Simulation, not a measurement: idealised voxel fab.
process module | voxel self aligned contacts
cross-section cut | 230 nm wide | cells 5 nm
A cross-section is a grid of square cells, given in bands from the top down. A band is one or more rows of cells.
Each band's line starts with the height of the band's top and of its bottom, in nm. Then come its materials from left to right, each with its width in nm. One material with "throughout" fills the band from edge to edge. "air" is empty space.
Height 0 is the level under which the wafer as received is all one material. The lowest band goes on downwards, as in "0 down".
A width such as "30 to 40" changes by the same amount from each row of cells to the next, from the band's top row to its bottom row.
"no change" after a step means that no cell of the cross-section changed.
closed voids: empty space of 8 cells or more with no open way to the top, each as width x height at its distance from the left edge, in nm
after a step's settings: what the simulator itself notes on the step
overlay nm, on a step with a mask: how far to the right of its planned place the mask lay; to the left if negative
Each pair below shows a cross-section before one step and the cross-section after it, down to the lowest band that changed. The line under each pair gives the step between them, with its settings. The pairs can come from different runs of this module on the same starting wafer, so a pair continues from the pair above only where its "before" says so.
before
  0 down: Si throughout
  closed voids: none
after
  5 to 0: SiO2 throughout
  below 0: unchanged
  closed voids: none
the step between: op CONFORMAL_DEP | material SiO2 | thk nm 5
before: the cross-section after the pair above
after
  30 to 5: polySi throughout
  below 5: unchanged
  closed voids: none
the step between: op DIRECTIONAL_DEP | material polySi | thk nm 25
before: the cross-section after the pair above
after
  45 to 30: SiN throughout
  below 30: unchanged
  closed voids: none
the step between: op DIRECTIONAL_DEP | material SiN | thk nm 15
before: the cross-section after the pair above
after
  55 to 45: aC throughout
  below 45: unchanged
  closed voids: none
the step between: op DIRECTIONAL_DEP | material aC | thk nm 10
before: the cross-section after the pair above
after
  80 to 55: air 35 | resist 35 | air 25 | resist 35 | air 25 | resist 35 | air 40
  below 55: unchanged
  closed voids: none
the step between: op PATTERN | tone cover | mask id GATE | material resist | width nm 35 | pitch nm 60 | thk nm 25 | overlay nm 0
before: the cross-section after the pair above
after
  70 to 55: air 35 | resist 35 | air 25 | resist 35 | air 25 | resist 35 | air 40
  55 to 45: air 35 | aC 35 | air 25 | aC 35 | air 25 | aC 35 | air 40
  below 45: unchanged
  closed voids: none
the step between: op DIRECTIONAL_ETCH | etch materials aC | depth nm 10
before: the cross-section after the pair above
after
  55 to 45: air 35 | aC 35 | air 25 | aC 35 | air 25 | aC 35 | air 40
  below 45: unchanged
  closed voids: none
the step between: op STRIP | etch materials resist
before: the cross-section after the pair above
after
  55 to 45: air 35 | aC 35 | air 25 | aC 35 | air 25 | aC 35 | air 40
  45 to 30: air 35 | SiN 35 | air 25 | SiN 35 | air 25 | SiN 35 | air 40
  below 30: unchanged
  closed voids: none
the step between: op DIRECTIONAL_ETCH | etch materials SiN | depth nm 15
before: the cross-section after the pair above
after
  55 to 45: air 35 | aC 35 | air 25 | aC 35 | air 25 | aC 35 | air 40
  45 to 30: air 35 | SiN 35 | air 25 | SiN 35 | air 25 | SiN 35 | air 40
  30 to 5: air 35 | polySi 35 | air 25 | polySi 35 | air 25 | polySi 35 | air 40
  below 5: unchanged
  closed voids: none
the step between: op DIRECTIONAL_ETCH | etch materials polySi | depth nm 25
before: the cross-section after the pair above
after
  45 to 30: air 35 | SiN 35 | air 25 | SiN 35 | air 25 | SiN 35 | air 40
  below 30: unchanged
  closed voids: none
the step between: op STRIP | etch materials aC
before: the cross-section after the pair above
after
  50 to 30: air 30 | SiN 45 | air 15 | SiN 45 | air 15 | SiN 45 | air 35
  30 to 10: air 30 | SiN 5 | polySi 35 | SiN 5 | air 15 | SiN 5 | polySi 35 | SiN 5 | air 15 | SiN 5 | polySi 35 | SiN 5 | air 35
  10 to 5: SiN 35 | polySi 35 | SiN 25 | polySi 35 | SiN 25 | polySi 35 | SiN 40
  below 5: unchanged
  closed voids: none
the step between: op CONFORMAL_DEP | material SiN | thk nm 5
before: the cross-section after the pair above
after
  45 to 30: air 30 | SiN 45 | air 15 | SiN 45 | air 15 | SiN 45 | air 35
  30 to 5: air 30 | SiN 5 | polySi 35 | SiN 5 | air 15 | SiN 5 | polySi 35 | SiN 5 | air 15 | SiN 5 | polySi 35 | SiN 5 | air 35
  below 5: unchanged
  closed voids: none
the step between: op DIRECTIONAL_ETCH | etch materials SiN | depth nm 5
before: the cross-section after the pair above
after
  65 to 45: SiO2 throughout
  45 to 30: SiO2 30 | SiN 45 | SiO2 15 | SiN 45 | SiO2 15 | SiN 45 | SiO2 35
  30 to 5: SiO2 30 | SiN 5 | polySi 35 | SiN 5 | SiO2 15 | SiN 5 | polySi 35 | SiN 5 | SiO2 15 | SiN 5 | polySi 35 | SiN 5 | SiO2 35
  below 5: unchanged
  closed voids: none
the step between: op FILL_DEP | material SiO2 | thk nm 20
before: the cross-section after the pair above
after
  55 to 45: SiO2 throughout
  below 45: unchanged
  closed voids: none
the step between: op CMP | height nm 55
before: the cross-section after the pair above
after
  70 to 55: resist 65 | air 35 | resist 25 | air 35 | resist 70
  below 55: unchanged
  closed voids: none
the step between: op PATTERN | tone open | mask id CONTACT | material resist | width nm 35 | pitch nm 60 | thk nm 15 | overlay nm 0
before: the cross-section after the pair above
after
  70 to 55: resist 65 | air 35 | resist 25 | air 35 | resist 70
  55 to 45: SiO2 65 | air 35 | SiO2 25 | air 35 | SiO2 70
  45 to 30: SiO2 30 | SiN 45 | air 15 | SiN 45 | air 15 | SiN 45 | SiO2 35
  30 to 5: SiO2 30 | SiN 5 | polySi 35 | SiN 5 | air 15 | SiN 5 | polySi 35 | SiN 5 | air 15 | SiN 5 | polySi 35 | SiN 5 | SiO2 35
  5 to 0: SiO2 75 | air 15 | SiO2 45 | air 15 | SiO2 80
  below 0: unchanged
  closed voids: none
the step between: op DIRECTIONAL_ETCH | etch materials SiO2 | depth nm 55
before: the cross-section after the pair above
after
  55 to 45: SiO2 65 | air 35 | SiO2 25 | air 35 | SiO2 70
  below 45: unchanged
  closed voids: none
the step between: op STRIP | etch materials resist
before: the cross-section after the pair above
after
  60 to 55: TiN 70 | air 25 | TiN 35 | air 25 | TiN 75
  55 to 45: SiO2 65 | TiN 5 to 15 | air 25 to 5 | TiN 5 to 15 | SiO2 25 | TiN 5 to 15 | air 25 to 5 | TiN 5 to 15 | SiO2 70
  45 to 30: SiO2 30 | SiN 45 | TiN 5 | air 5 | TiN 5 | SiN 45 | TiN 5 | air 5 | TiN 5 | SiN 45 | SiO2 35
  30 to 5: SiO2 30 | SiN 5 | polySi 35 | SiN 5 | TiN 5 | air 5 | TiN 5 | SiN 5 | polySi 35 | SiN 5 | TiN 5 | air 5 | TiN 5 | SiN 5 | polySi 35 | SiN 5 | SiO2 35
  5 to 0: SiO2 75 | TiN 15 | SiO2 45 | TiN 15 | SiO2 80
  below 0: unchanged
  closed voids: none
the step between: op CONFORMAL_DEP | material TiN | thk nm 5
before: the cross-section after the pair above
after
  65 to 60: Ru throughout
  60 to 55: TiN 70 | Ru 25 | TiN 35 | Ru 25 | TiN 75
  55 to 45: SiO2 65 | TiN 5 to 15 | Ru 25 to 5 | TiN 5 to 15 | SiO2 25 | TiN 5 to 15 | Ru 25 to 5 | TiN 5 to 15 | SiO2 70
  45 to 30: SiO2 30 | SiN 45 | TiN 5 | Ru 5 | TiN 5 | SiN 45 | TiN 5 | Ru 5 | TiN 5 | SiN 45 | SiO2 35
  30 to 5: SiO2 30 | SiN 5 | polySi 35 | SiN 5 | TiN 5 | Ru 5 | TiN 5 | SiN 5 | polySi 35 | SiN 5 | TiN 5 | Ru 5 | TiN 5 | SiN 5 | polySi 35 | SiN 5 | SiO2 35
  below 5: unchanged
  closed voids: none
the step between: op FILL_DEP | material Ru | thk nm 5
before: the cross-section after the pair above
after
  55 to 45: SiO2 65 | TiN 5 to 15 | Ru 25 to 5 | TiN 5 to 15 | SiO2 25 | TiN 5 to 15 | Ru 25 to 5 | TiN 5 to 15 | SiO2 70
  below 45: unchanged
  closed voids: none
the step between: op CMP | height nm 55
before: the cross-section after the pair above
after
  60 to 55: SiN throughout
  below 55: unchanged
  closed voids: none
the step between: op CONFORMAL_DEP | material SiN | thk nm 5
before
  0 down: Si throughout
  closed voids: none
after
  25 to 0: polySi throughout
  below 0: unchanged
  closed voids: none
the step between: op DIRECTIONAL_DEP | material polySi | thk nm 25
before: the cross-section after the pair above
after
  40 to 25: SiN throughout
  below 25: unchanged
  closed voids: none
the step between: op DIRECTIONAL_DEP | material SiN | thk nm 15
before: the cross-section after the pair above
after
  50 to 40: aC throughout
  below 40: unchanged
  closed voids: none
the step between: op DIRECTIONAL_DEP | material aC | thk nm 10
before: the cross-section after the pair above
after
  75 to 50: air 35 | resist 35 | air 25 | resist 35 | air 25 | resist 35 | air 40
  below 50: unchanged
  closed voids: none
the step between: op PATTERN | tone cover | mask id GATE | material resist | width nm 35 | pitch nm 60 | thk nm 25 | overlay nm 0
before: the cross-section after the pair above
after
  65 to 50: air 35 | resist 35 | air 25 | resist 35 | air 25 | resist 35 | air 40
  50 to 40: air 35 | aC 35 | air 25 | aC 35 | air 25 | aC 35 | air 40
  below 40: unchanged
  closed voids: none
the step between: op DIRECTIONAL_ETCH | etch materials aC | depth nm 10
before: the cross-section after the pair above
after
  50 to 40: air 35 | aC 35 | air 25 | aC 35 | air 25 | aC 35 | air 40
  below 40: unchanged
  closed voids: none
the step between: op STRIP | etch materials resist
before: the cross-section after the pair above
after
  50 to 40: air 35 | aC 35 | air 25 | aC 35 | air 25 | aC 35 | air 40
  40 to 25: air 35 | SiN 35 | air 25 | SiN 35 | air 25 | SiN 35 | air 40
  below 25: unchanged
  closed voids: none
the step between: op DIRECTIONAL_ETCH | etch materials SiN | depth nm 15
before: the cross-section after the pair above
after
  50 to 40: air 35 | aC 35 | air 25 | aC 35 | air 25 | aC 35 | air 40
  40 to 25: air 35 | SiN 35 | air 25 | SiN 35 | air 25 | SiN 35 | air 40
  25 to 0: air 35 | polySi 35 | air 25 | polySi 35 | air 25 | polySi 35 | air 40
  below 0: unchanged
  closed voids: none
the step between: op DIRECTIONAL_ETCH | etch materials polySi | depth nm 25
before: the cross-section after the pair above
after
  40 to 25: air 35 | SiN 35 | air 25 | SiN 35 | air 25 | SiN 35 | air 40
  below 25: unchanged
  closed voids: none
the step between: op STRIP | etch materials aC
before: the cross-section after the pair above
after
  45 to 25: air 30 | SiN 45 | air 15 | SiN 45 | air 15 | SiN 45 | air 35
  25 to 5: air 30 | SiN 5 | polySi 35 | SiN 5 | air 15 | SiN 5 | polySi 35 | SiN 5 | air 15 | SiN 5 | polySi 35 | SiN 5 | air 35
  5 to 0: SiN 35 | polySi 35 | SiN 25 | polySi 35 | SiN 25 | polySi 35 | SiN 40
  below 0: unchanged
  closed voids: none
the step between: op CONFORMAL_DEP | material SiN | thk nm 5
before: the cross-section after the pair above
after
  40 to 25: air 30 | SiN 45 | air 15 | SiN 45 | air 15 | SiN 45 | air 35
  25 to 0: air 30 | SiN 5 | polySi 35 | SiN 5 | air 15 | SiN 5 | polySi 35 | SiN 5 | air 15 | SiN 5 | polySi 35 | SiN 5 | air 35
  below 0: unchanged
  closed voids: none
the step between: op DIRECTIONAL_ETCH | etch materials SiN | depth nm 5
before: the cross-section after the pair above
after
  60 to 40: SiO2 throughout
  40 to 25: SiO2 30 | SiN 45 | SiO2 15 | SiN 45 | SiO2 15 | SiN 45 | SiO2 35
  25 to 0: SiO2 30 | SiN 5 | polySi 35 | SiN 5 | SiO2 15 | SiN 5 | polySi 35 | SiN 5 | SiO2 15 | SiN 5 | polySi 35 | SiN 5 | SiO2 35
  below 0: unchanged
  closed voids: none
the step between: op FILL_DEP | material SiO2 | thk nm 20
before: the cross-section after the pair above
after
  55 to 40: SiO2 throughout
  below 40: unchanged
  closed voids: none
the step between: op CMP | height nm 55
before: the cross-section after the pair above
after
  70 to 55: resist 65 | air 35 | resist 25 | air 35 | resist 70
  below 55: unchanged
  closed voids: none
the step between: op PATTERN | tone open | mask id CONTACT | material resist | width nm 35 | pitch nm 60 | thk nm 15 | overlay nm 0
before: the cross-section after the pair above
after
  70 to 55: resist 65 | air 35 | resist 25 | air 35 | resist 70
  55 to 40: SiO2 65 | air 35 | SiO2 25 | air 35 | SiO2 70
  40 to 25: SiO2 30 | SiN 45 | air 15 | SiN 45 | air 15 | SiN 45 | SiO2 35
  25 to 0: SiO2 30 | SiN 5 | polySi 35 | SiN 5 | air 15 | SiN 5 | polySi 35 | SiN 5 | air 15 | SiN 5 | polySi 35 | SiN 5 | SiO2 35
  below 0: unchanged
  closed voids: none
the step between: op DIRECTIONAL_ETCH | etch materials SiO2 | depth nm 55
before: the cross-section after the pair above
after
  55 to 40: SiO2 65 | air 35 | SiO2 25 | air 35 | SiO2 70
  below 40: unchanged
  closed voids: none
the step between: op STRIP | etch materials resist
before: the cross-section after the pair above
after
  60 to 55: TiN 70 | air 25 | TiN 35 | air 25 | TiN 75
  55 to 45: SiO2 65 | TiN 5 | air 25 | TiN 5 | SiO2 25 | TiN 5 | air 25 | TiN 5 | SiO2 70
  45 to 40: SiO2 65 | TiN 15 | air 5 | TiN 15 | SiO2 25 | TiN 15 | air 5 | TiN 15 | SiO2 70
  40 to 25: SiO2 30 | SiN 45 | TiN 5 | air 5 | TiN 5 | SiN 45 | TiN 5 | air 5 | TiN 5 | SiN 45 | SiO2 35
  25 to 5: SiO2 30 | SiN 5 | polySi 35 | SiN 5 | TiN 5 | air 5 | TiN 5 | SiN 5 | polySi 35 | SiN 5 | TiN 5 | air 5 | TiN 5 | SiN 5 | polySi 35 | SiN 5 | SiO2 35
  5 to 0: SiO2 30 | SiN 5 | polySi 35 | SiN 5 | TiN 15 | SiN 5 | polySi 35 | SiN 5 | TiN 15 | SiN 5 | polySi 35 | SiN 5 | SiO2 35
  below 0: unchanged
  closed voids: none
the step between: op CONFORMAL_DEP | material TiN | thk nm 5
before: the cross-section after the pair above
after
  65 to 60: Ru throughout
  60 to 55: TiN 70 | Ru 25 | TiN 35 | Ru 25 | TiN 75
  55 to 45: SiO2 65 | TiN 5 | Ru 25 | TiN 5 | SiO2 25 | TiN 5 | Ru 25 | TiN 5 | SiO2 70
  45 to 40: SiO2 65 | TiN 15 | Ru 5 | TiN 15 | SiO2 25 | TiN 15 | Ru 5 | TiN 15 | SiO2 70
  40 to 25: SiO2 30 | SiN 45 | TiN 5 | Ru 5 | TiN 5 | SiN 45 | TiN 5 | Ru 5 | TiN 5 | SiN 45 | SiO2 35
  25 to 5: SiO2 30 | SiN 5 | polySi 35 | SiN 5 | TiN 5 | Ru 5 | TiN 5 | SiN 5 | polySi 35 | SiN 5 | TiN 5 | Ru 5 | TiN 5 | SiN 5 | polySi 35 | SiN 5 | SiO2 35
  below 5: unchanged
  closed voids: none
the step between: op FILL_DEP | material Ru | thk nm 5
before: the cross-section after the pair above
after
  55 to 45: SiO2 65 | TiN 5 | Ru 25 | TiN 5 | SiO2 25 | TiN 5 | Ru 25 | TiN 5 | SiO2 70
  below 45: unchanged
  closed voids: none
the step between: op CMP | height nm 55
before: the cross-section after the pair above
after
  60 to 55: SiN throughout
  below 55: unchanged
  closed voids: none
the step between: op CONFORMAL_DEP | material SiN | thk nm 5
before
  45 to 30: SiN throughout
  30 to 5: polySi throughout
  5 to 0: SiO2 throughout
  0 down: Si throughout
  closed voids: none
after
  60 to 30: SiN throughout
  below 30: unchanged
  closed voids: none
the step between: op DIRECTIONAL_DEP | material SiN | thk nm 15
before: the cross-section after the pair above
after
  70 to 60: aC throughout
  below 60: unchanged
  closed voids: none
the step between: op DIRECTIONAL_DEP | material aC | thk nm 10
before: the cross-section after the pair above
after
  95 to 70: air 35 | resist 35 | air 25 | resist 35 | air 25 | resist 35 | air 40
  below 70: unchanged
  closed voids: none
the step between: op PATTERN | tone cover | mask id GATE | material resist | width nm 35 | pitch nm 60 | thk nm 25 | overlay nm 0
before: the cross-section after the pair above
after
  85 to 70: air 35 | resist 35 | air 25 | resist 35 | air 25 | resist 35 | air 40
  70 to 60: air 35 | aC 35 | air 25 | aC 35 | air 25 | aC 35 | air 40
  below 60: unchanged
  closed voids: none
the step between: op DIRECTIONAL_ETCH | etch materials aC | depth nm 10
before: the cross-section after the pair above
after
  70 to 60: air 35 | aC 35 | air 25 | aC 35 | air 25 | aC 35 | air 40
  below 60: unchanged
  closed voids: none
the step between: op STRIP | etch materials resist
before: the cross-section after the pair above
after
  70 to 60: air 35 | aC 35 | air 25 | aC 35 | air 25 | aC 35 | air 40
  60 to 45: air 35 | SiN 35 | air 25 | SiN 35 | air 25 | SiN 35 | air 40
  below 45: unchanged
  closed voids: none
the step between: op DIRECTIONAL_ETCH | etch materials SiN | depth nm 15
before: the cross-section after the pair above
after
  60 to 45: air 35 | SiN 35 | air 25 | SiN 35 | air 25 | SiN 35 | air 40
  below 45: unchanged
  closed voids: none
the step between: op STRIP | etch materials aC
before: the cross-section after the pair above
after
  65 to 50: air 30 | SiN 45 | air 15 | SiN 45 | air 15 | SiN 45 | air 35
  50 to 30: SiN throughout
  below 30: unchanged
  closed voids: none
the step between: op CONFORMAL_DEP | material SiN | thk nm 5
before: the cross-section after the pair above
after
  60 to 45: air 30 | SiN 45 | air 15 | SiN 45 | air 15 | SiN 45 | air 35
  below 45: unchanged
  closed voids: none
the step between: op DIRECTIONAL_ETCH | etch materials SiN | depth nm 5
before: the cross-section after the pair above
after
  80 to 60: SiO2 throughout
  60 to 45: SiO2 30 | SiN 45 | SiO2 15 | SiN 45 | SiO2 15 | SiN 45 | SiO2 35
  below 45: unchanged
  closed voids: none
the step between: op FILL_DEP | material SiO2 | thk nm 20
before: the cross-section after the pair above
after
  55 to 45: SiO2 30 | SiN 45 | SiO2 15 | SiN 45 | SiO2 15 | SiN 45 | SiO2 35
  below 45: unchanged
  closed voids: none
the step between: op CMP | height nm 55
before: the cross-section after the pair above
after
  70 to 55: resist 65 | air 35 | resist 25 | air 35 | resist 70
  below 55: unchanged
  closed voids: none
the step between: op PATTERN | tone open | mask id CONTACT | material resist | width nm 35 | pitch nm 60 | thk nm 15 | overlay nm 0
before: the cross-section after the pair above
after
  70 to 55: resist 65 | air 35 | resist 25 | air 35 | resist 70
  55 to 45: SiO2 30 | SiN 45 | air 15 | SiN 45 | air 15 | SiN 45 | SiO2 35
  below 45: unchanged
  closed voids: none
the step between: op DIRECTIONAL_ETCH | etch materials SiO2 | depth nm 55
before: the cross-section after the pair above
after
  55 to 45: SiO2 30 | SiN 45 | air 15 | SiN 45 | air 15 | SiN 45 | SiO2 35
  below 45: unchanged
  closed voids: none
the step between: op STRIP | etch materials resist
before: the cross-section after the pair above
after
  60 to 55: TiN 80 | air 5 | TiN 55 | air 5 | TiN 85
  55 to 50: SiO2 30 | SiN 45 | TiN 5 | air 5 | TiN 5 | SiN 45 | TiN 5 | air 5 | TiN 5 | SiN 45 | SiO2 35
  50 to 45: SiO2 30 | SiN 45 | TiN 15 | SiN 45 | TiN 15 | SiN 45 | SiO2 35
  below 45: unchanged
  closed voids: none
the step between: op CONFORMAL_DEP | material TiN | thk nm 5
before: the cross-section after the pair above
after
  65 to 60: Ru throughout
  60 to 55: TiN 80 | Ru 5 | TiN 55 | Ru 5 | TiN 85
  55 to 50: SiO2 30 | SiN 45 | TiN 5 | Ru 5 | TiN 5 | SiN 45 | TiN 5 | Ru 5 | TiN 5 | SiN 45 | SiO2 35
  below 50: unchanged
  closed voids: none
the step between: op FILL_DEP | material Ru | thk nm 5
before: the cross-section after the pair above
after
  55 to 50: SiO2 30 | SiN 45 | TiN 5 | Ru 5 | TiN 5 | SiN 45 | TiN 5 | Ru 5 | TiN 5 | SiN 45 | SiO2 35
  below 50: unchanged
  closed voids: none
the step between: op CMP | height nm 55
before: the cross-section after the pair above
after
  60 to 55: SiN throughout
  below 55: unchanged
  closed voids: none
the step between: op CONFORMAL_DEP | material SiN | thk nm 5
before
  25 to 0: polySi throughout
  0 down: Si throughout
  closed voids: none
after
  30 to 25: SiO2 throughout
  below 25: unchanged
  closed voids: none
the step between: op CONFORMAL_DEP | material SiO2 | thk nm 5
before: the cross-section after the pair above
after
  45 to 30: SiN throughout
  below 30: unchanged
  closed voids: none
the step between: op DIRECTIONAL_DEP | material SiN | thk nm 15
before: the cross-section after the pair above
after
  55 to 45: aC throughout
  below 45: unchanged
  closed voids: none
the step between: op DIRECTIONAL_DEP | material aC | thk nm 10
before: the cross-section after the pair above
after
  80 to 55: air 35 | resist 35 | air 25 | resist 35 | air 25 | resist 35 | air 40
  below 55: unchanged
  closed voids: none
the step between: op PATTERN | tone cover | mask id GATE | material resist | width nm 35 | pitch nm 60 | thk nm 25 | overlay nm 0
before: the cross-section after the pair above
after
  70 to 55: air 35 | resist 35 | air 25 | resist 35 | air 25 | resist 35 | air 40
  55 to 45: air 35 | aC 35 | air 25 | aC 35 | air 25 | aC 35 | air 40
  below 45: unchanged
  closed voids: none
the step between: op DIRECTIONAL_ETCH | etch materials aC | depth nm 10
before: the cross-section after the pair above
after
  55 to 45: air 35 | aC 35 | air 25 | aC 35 | air 25 | aC 35 | air 40
  below 45: unchanged
  closed voids: none
the step between: op STRIP | etch materials resist
before: the cross-section after the pair above
after
  55 to 45: air 35 | aC 35 | air 25 | aC 35 | air 25 | aC 35 | air 40
  45 to 30: air 35 | SiN 35 | air 25 | SiN 35 | air 25 | SiN 35 | air 40
  below 30: unchanged
  closed voids: none
the step between: op DIRECTIONAL_ETCH | etch materials SiN | depth nm 15
before: the cross-section after the pair above
after
  45 to 30: air 35 | SiN 35 | air 25 | SiN 35 | air 25 | SiN 35 | air 40
  below 30: unchanged
  closed voids: none
the step between: op STRIP | etch materials aC
before: the cross-section after the pair above
after
  50 to 35: air 30 | SiN 45 | air 15 | SiN 45 | air 15 | SiN 45 | air 35
  35 to 30: SiN throughout
  below 30: unchanged
  closed voids: none
the step between: op CONFORMAL_DEP | material SiN | thk nm 5
before: the cross-section after the pair above
after
  45 to 30: air 30 | SiN 45 | air 15 | SiN 45 | air 15 | SiN 45 | air 35
  below 30: unchanged
  closed voids: none
the step between: op DIRECTIONAL_ETCH | etch materials SiN | depth nm 5
before: the cross-section after the pair above
after
  65 to 45: SiO2 throughout
  45 to 30: SiO2 30 | SiN 45 | SiO2 15 | SiN 45 | SiO2 15 | SiN 45 | SiO2 35
  below 30: unchanged
  closed voids: none
the step between: op FILL_DEP | material SiO2 | thk nm 20
before: the cross-section after the pair above
after
  55 to 45: SiO2 throughout
  below 45: unchanged
  closed voids: none
the step between: op CMP | height nm 55
before: the cross-section after the pair above
after
  70 to 55: resist 65 | air 35 | resist 25 | air 35 | resist 70
  below 55: unchanged
  closed voids: none
the step between: op PATTERN | tone open | mask id CONTACT | material resist | width nm 35 | pitch nm 60 | thk nm 15 | overlay nm 0
before: the cross-section after the pair above
after
  70 to 55: resist 65 | air 35 | resist 25 | air 35 | resist 70
  55 to 45: SiO2 65 | air 35 | SiO2 25 | air 35 | SiO2 70
  45 to 30: SiO2 30 | SiN 45 | air 15 | SiN 45 | air 15 | SiN 45 | SiO2 35
  30 to 25: SiO2 75 | air 15 | SiO2 45 | air 15 | SiO2 80
  below 25: unchanged
  closed voids: none
the step between: op DIRECTIONAL_ETCH | etch materials SiO2 | depth nm 55
before: the cross-section after the pair above
after
  55 to 45: SiO2 65 | air 35 | SiO2 25 | air 35 | SiO2 70
  below 45: unchanged
  closed voids: none
the step between: op STRIP | etch materials resist
before: the cross-section after the pair above
after
  60 to 55: TiN 70 | air 25 | TiN 35 | air 25 | TiN 75
  55 to 45: SiO2 65 | TiN 5 to 15 | air 25 to 5 | TiN 5 to 15 | SiO2 25 | TiN 5 to 15 | air 25 to 5 | TiN 5 to 15 | SiO2 70
  45 to 30: SiO2 30 | SiN 45 | TiN 5 | air 5 | TiN 5 | SiN 45 | TiN 5 | air 5 | TiN 5 | SiN 45 | SiO2 35
  30 to 25: SiO2 75 | TiN 15 | SiO2 45 | TiN 15 | SiO2 80
  below 25: unchanged
  closed voids: none
the step between: op CONFORMAL_DEP | material TiN | thk nm 5
before: the cross-section after the pair above
after
  65 to 60: Ru throughout
  60 to 55: TiN 70 | Ru 25 | TiN 35 | Ru 25 | TiN 75
  55 to 45: SiO2 65 | TiN 5 to 15 | Ru 25 to 5 | TiN 5 to 15 | SiO2 25 | TiN 5 to 15 | Ru 25 to 5 | TiN 5 to 15 | SiO2 70
  45 to 30: SiO2 30 | SiN 45 | TiN 5 | Ru 5 | TiN 5 | SiN 45 | TiN 5 | Ru 5 | TiN 5 | SiN 45 | SiO2 35
  below 30: unchanged
  closed voids: none
the step between: op FILL_DEP | material Ru | thk nm 5
before: the cross-section after the pair above
after
  55 to 45: SiO2 65 | TiN 5 to 15 | Ru 25 to 5 | TiN 5 to 15 | SiO2 25 | TiN 5 to 15 | Ru 25 to 5 | TiN 5 to 15 | SiO2 70
  below 45: unchanged
  closed voids: none
the step between: op CMP | height nm 55
before: the cross-section after the pair above
after
  60 to 55: SiN throughout
  below 55: unchanged
  closed voids: none
the step between: op CONFORMAL_DEP | material SiN | thk nm 5
before
  5 to 0: SiO2 throughout
  0 down: Si throughout
  closed voids: none
after
  40 to 5: polySi throughout
  below 5: unchanged
  closed voids: none
the step between: op DIRECTIONAL_DEP | material polySi | thk nm 35
before: the cross-section after the pair above
after
  55 to 40: SiN throughout
  below 40: unchanged
  closed voids: none
the step between: op DIRECTIONAL_DEP | material SiN | thk nm 15
before: the cross-section after the pair above
after
  65 to 55: aC throughout
  below 55: unchanged
  closed voids: none
the step between: op DIRECTIONAL_DEP | material aC | thk nm 10
before: the cross-section after the pair above
after
  90 to 65: air 35 | resist 35 | air 25 | resist 35 | air 25 | resist 35 | air 40
  below 65: unchanged
  closed voids: none
the step between: op PATTERN | tone cover | mask id GATE | material resist | width nm 35 | pitch nm 60 | thk nm 25 | overlay nm 0
before: the cross-section after the pair above
after
  80 to 65: air 35 | resist 35 | air 25 | resist 35 | air 25 | resist 35 | air 40
  65 to 55: air 35 | aC 35 | air 25 | aC 35 | air 25 | aC 35 | air 40
  below 55: unchanged
  closed voids: none
the step between: op DIRECTIONAL_ETCH | etch materials aC | depth nm 10
before: the cross-section after the pair above
after
  65 to 55: air 35 | aC 35 | air 25 | aC 35 | air 25 | aC 35 | air 40
  below 55: unchanged
  closed voids: none
the step between: op STRIP | etch materials resist
before: the cross-section after the pair above
after
  65 to 55: air 35 | aC 35 | air 25 | aC 35 | air 25 | aC 35 | air 40
  55 to 40: air 35 | SiN 35 | air 25 | SiN 35 | air 25 | SiN 35 | air 40
  below 40: unchanged
  closed voids: none
the step between: op DIRECTIONAL_ETCH | etch materials SiN | depth nm 15
before: the cross-section after the pair above
after
  65 to 55: air 35 | aC 35 | air 25 | aC 35 | air 25 | aC 35 | air 40
  55 to 40: air 35 | SiN 35 | air 25 | SiN 35 | air 25 | SiN 35 | air 40
  40 to 15: air 35 | polySi 35 | air 25 | polySi 35 | air 25 | polySi 35 | air 40
  below 15: unchanged
  closed voids: none
the step between: op DIRECTIONAL_ETCH | etch materials polySi | depth nm 25
before: the cross-section after the pair above
after
  55 to 40: air 35 | SiN 35 | air 25 | SiN 35 | air 25 | SiN 35 | air 40
  below 40: unchanged
  closed voids: none
the step between: op STRIP | etch materials aC
before: the cross-section after the pair above
after
  60 to 40: air 30 | SiN 45 | air 15 | SiN 45 | air 15 | SiN 45 | air 35
  40 to 20: air 30 | SiN 5 | polySi 35 | SiN 5 | air 15 | SiN 5 | polySi 35 | SiN 5 | air 15 | SiN 5 | polySi 35 | SiN 5 | air 35
  20 to 15: SiN 35 | polySi 35 | SiN 25 | polySi 35 | SiN 25 | polySi 35 | SiN 40
  below 15: unchanged
  closed voids: none
the step between: op CONFORMAL_DEP | material SiN | thk nm 5
before: the cross-section after the pair above
after
  55 to 40: air 30 | SiN 45 | air 15 | SiN 45 | air 15 | SiN 45 | air 35
  40 to 15: air 30 | SiN 5 | polySi 35 | SiN 5 | air 15 | SiN 5 | polySi 35 | SiN 5 | air 15 | SiN 5 | polySi 35 | SiN 5 | air 35
  below 15: unchanged
  closed voids: none
the step between: op DIRECTIONAL_ETCH | etch materials SiN | depth nm 5
before: the cross-section after the pair above
after
  75 to 55: SiO2 throughout
  55 to 40: SiO2 30 | SiN 45 | SiO2 15 | SiN 45 | SiO2 15 | SiN 45 | SiO2 35
  40 to 15: SiO2 30 | SiN 5 | polySi 35 | SiN 5 | SiO2 15 | SiN 5 | polySi 35 | SiN 5 | SiO2 15 | SiN 5 | polySi 35 | SiN 5 | SiO2 35
  below 15: unchanged
  closed voids: none
the step between: op FILL_DEP | material SiO2 | thk nm 20
before: the cross-section after the pair above
after
  55 to 40: SiO2 30 | SiN 45 | SiO2 15 | SiN 45 | SiO2 15 | SiN 45 | SiO2 35
  below 40: unchanged
  closed voids: none
the step between: op CMP | height nm 55
before: the cross-section after the pair above
after
  70 to 55: resist 65 | air 35 | resist 25 | air 35 | resist 70
  below 55: unchanged
  closed voids: none
the step between: op PATTERN | tone open | mask id CONTACT | material resist | width nm 35 | pitch nm 60 | thk nm 15 | overlay nm 0
before: the cross-section after the pair above
after
  70 to 55: resist 65 | air 35 | resist 25 | air 35 | resist 70
  55 to 40: SiO2 30 | SiN 45 | air 15 | SiN 45 | air 15 | SiN 45 | SiO2 35
  40 to 15: SiO2 30 | SiN 5 | polySi 35 | SiN 5 | air 15 | SiN 5 | polySi 35 | SiN 5 | air 15 | SiN 5 | polySi 35 | SiN 5 | SiO2 35
  below 15: unchanged
  closed voids: none
the step between: op DIRECTIONAL_ETCH | etch materials SiO2 | depth nm 55
before: the cross-section after the pair above
after
  55 to 40: SiO2 30 | SiN 45 | air 15 | SiN 45 | air 15 | SiN 45 | SiO2 35
  below 40: unchanged
  closed voids: none
the step between: op STRIP | etch materials resist
